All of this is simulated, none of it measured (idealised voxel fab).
A process module follows: voxel ribs on slabs.
Each square cell in cross-section cut measures 5 nm, and the section as a whole is 185 nm wide.
Heads up, the way a cross-section reads in here is a grid of square cells, handed over as bands from the top down, with every band being one or more rows of cells.
In this notation a band is specified by the heights of its top and bottom, in that order and in nm, after which its materials appear from left to right, each paired with its width in nm. The word "everywhere" attached to a single material means that material fills the band from edge to edge; the word "blank" stands for empty space.
Height datum 0, below which the as-received substrate wafer is one material. Lowest band open at the bottom, running downward: "0 nm and below".
Think of "30..40" as a width that walks from the first number to the second as you go down the band, top row to bottom row, taking equal-sized steps from row to row.
Any step labelled "no change" changed none of the cells in the cross-section.
This entry, "Voids, fully enclosed", enumerates those empty regions of no fewer than 8 cells that possess no open connection to the top. Each region is reported in the form width x height at distance, the distance being taken from the left edge, with all three quantities expressed in nm.
Anything after a step's settings on that line? It's the simulator's own note about the step.
The optional step-line setting "overlay nm" applies to steps with a mask and quantifies how far to the right of its planned location the mask lay, a negative value indicating leftward placement.
Planned step list for the process
| 1 | RECEIVE,material Si |
| 2 | DIRECTIONAL_DEP,material SiO2,thk nm 30 |
| 3 | DIRECTIONAL_DEP,material polySi,thk nm 20 |
| 4 | MASKED_ETCH,tone cover,mask id RIB,width nm 20,etch materials polySi,depth nm 5,overlay nm 0 |
| 5 | DIRECTIONAL_DEP,material aC,thk nm 15 |
| 6 | PATTERN,tone cover,mask id SLAB,material resist,width nm 50,thk nm 30,overlay nm 0 |
| 7 | DIRECTIONAL_ETCH,etch materials aC,depth nm 15 |
| 8 | STRIP,etch materials resist |
| 9 | DIRECTIONAL_ETCH,etch materials polySi,depth nm 15 |
| 10 | STRIP,etch materials aC |
| 11 | FILL_DEP,material SiO2,thk nm 20 |
| 12 | CMP,height nm 60 |
| 13 | DIRECTIONAL_DEP,material W,thk nm 5 |
| 14 | MASKED_ETCH,tone cover,mask id HEATER,width nm 30,etch materials W,depth nm 5,overlay nm 0 |
| 15 | CONFORMAL_DEP,material SiO2,thk nm 5 |
Received-state cross-section, reflecting completion of step 1
* 0 nm and below = Si everywhere
* Voids, fully enclosed: none
Cross-sectional result after module completion. Note: starting condition and plan are unchanged from above; one processing mistake was made
* 70 nm to 65 nm = SiO2: 80, blank: 20, SiO2: 85
* 65 nm to 60 nm = W: 75, SiO2: 30, W: 80
* 60 nm to 50 nm = SiO2 everywhere
* 50 nm to 45 nm = SiO2: 80, polySi: 20, SiO2: 85
* 45 nm to 30 nm = SiO2: 65, polySi: 50, SiO2: 70
* 30 nm to 0 nm = SiO2 everywhere
* 0 nm and below = Si everywhere
* Voids, fully enclosed: none
What was the processing mistake? for step 14, the planned setting was not used; the step was instead run as MASKED_ETCH,tone open,mask id HEATER,width nm 30,etch materials W,depth nm 5,overlay nm 0
